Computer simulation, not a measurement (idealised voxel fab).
Proc. module: voxel ribs on slabs
It is cross-section cut that appears here, measuring 185 nm in width, its square cells being 5 nm in size.
A cross-section is written here as square cells arranged in a grid, and it is given in bands from the top down, each band taking up one or more rows of cells. Each band's line starts with the height of the band's top and of its bottom, in nm. Then come its materials from left to right, each with its width in nm. One material with "full width" fills the band from edge to edge. "air" is empty space. Height is counted from the level 0, under which the received wafer is composed throughout of one material. The lowest of the bands is not closed at the bottom but continues downward, in the notation "0 -> down". With a width like "30 to 40", each row of cells in the band differs from the next by the same amount, the top row carrying the first number and the bottom row the second. The designation "nothing altered", where it is given for a processing step, indicates that no cell of the cross-section was altered in the course of that step. The entry "Enclosed void catalog" lists the empty spaces that cover at least 8 cells and have no open path to the top. Each is written as width x height at distance, where the distance is measured from the left edge and all three values are in nm. Text after the settings on a step's line: the simulator's own remark on that step. overlay nm: mask right of planned place by this much (step with mask). Neg. = left.

Process steps foreseen in the plan
1) RECEIVE | material Si
2) DIRECTIONAL_DEP | material SiO2 | thk nm 30
3) DIRECTIONAL_DEP | material SiN | thk nm 20
4) MASKED_ETCH | tone cover | mask id RIB | width nm 25 | etch materials SiN | depth nm 15 | overlay nm -15
5) MASKED_ETCH | tone cover | mask id SLAB | width nm 75 | etch materials SiN | depth nm 5 | overlay nm 0
6) FILL_DEP | material SiO2 | thk nm 25
7) CMP | height nm 70
8) DIRECTIONAL_DEP | material TiN | thk nm 5
9) PATTERN | tone cover | mask id HEATER | material resist | width nm 35 | thk nm 20 | overlay nm 0
10) DIRECTIONAL_ETCH | etch materials TiN | depth nm 5
11) STRIP | etch materials resist
12) CONFORMAL_DEP | material SiN | thk nm 5
Wafers differ in overlay nm at step 4; plan lists the first wafer's value; identical starting state.

Cross-sectional view of the first of several wafers in the as-received condition, corresponding to the state following step 1
* 0 -> down  Si full width
* Enclosed void catalog: none

First wafer of several, cross-section, module end, after step 12 (last)
* 80 -> 75  70 of air  45 of SiN  70 of air
* 75 -> 70  75 of SiN  35 of TiN  75 of SiN
* 70 -> 50  SiO2 full width
* 50 -> 35  65 of SiO2  25 of SiN  95 of SiO2
* 35 -> 30  55 of SiO2  75 of SiN  55 of SiO2
* 30 -> 0  SiO2 full width
* 0 -> down  Si full width
* Enclosed void catalog: none

Final wafer cross-section at module end
* 80 -> 75  70 of air  45 of SiN  70 of air
* 75 -> 70  75 of SiN  35 of TiN  75 of SiN
* 70 -> 50  SiO2 full width
* 50 -> 35  95 of SiO2  25 of SiN  65 of SiO2
* 35 -> 30  55 of SiO2  75 of SiN  55 of SiO2
* 30 -> 0  SiO2 full width
* 0 -> down  Si full width
* Enclosed void catalog: none

Take any row and you have a wafer at the end of the module: how many cells of each material it has gained (+) or lost (-) since it was received, and then its closed voids
overlay nm -15; +69 SiN; +488 SiO2; +7 TiN; Enclosed void catalog: none
overlay nm -10; +69 SiN; +488 SiO2; +7 TiN; Enclosed void catalog: none
overlay nm -5; +69 SiN; +488 SiO2; +7 TiN; Enclosed void catalog: none
overlay nm 0; +69 SiN; +488 SiO2; +7 TiN; Enclosed void catalog: none
overlay nm 5; +69 SiN; +488 SiO2; +7 TiN; Enclosed void catalog: none
overlay nm 10; +69 SiN; +488 SiO2; +7 TiN; Enclosed void catalog: none
overlay nm 15; +69 SiN; +488 SiO2; +7 TiN; Enclosed void catalog: none
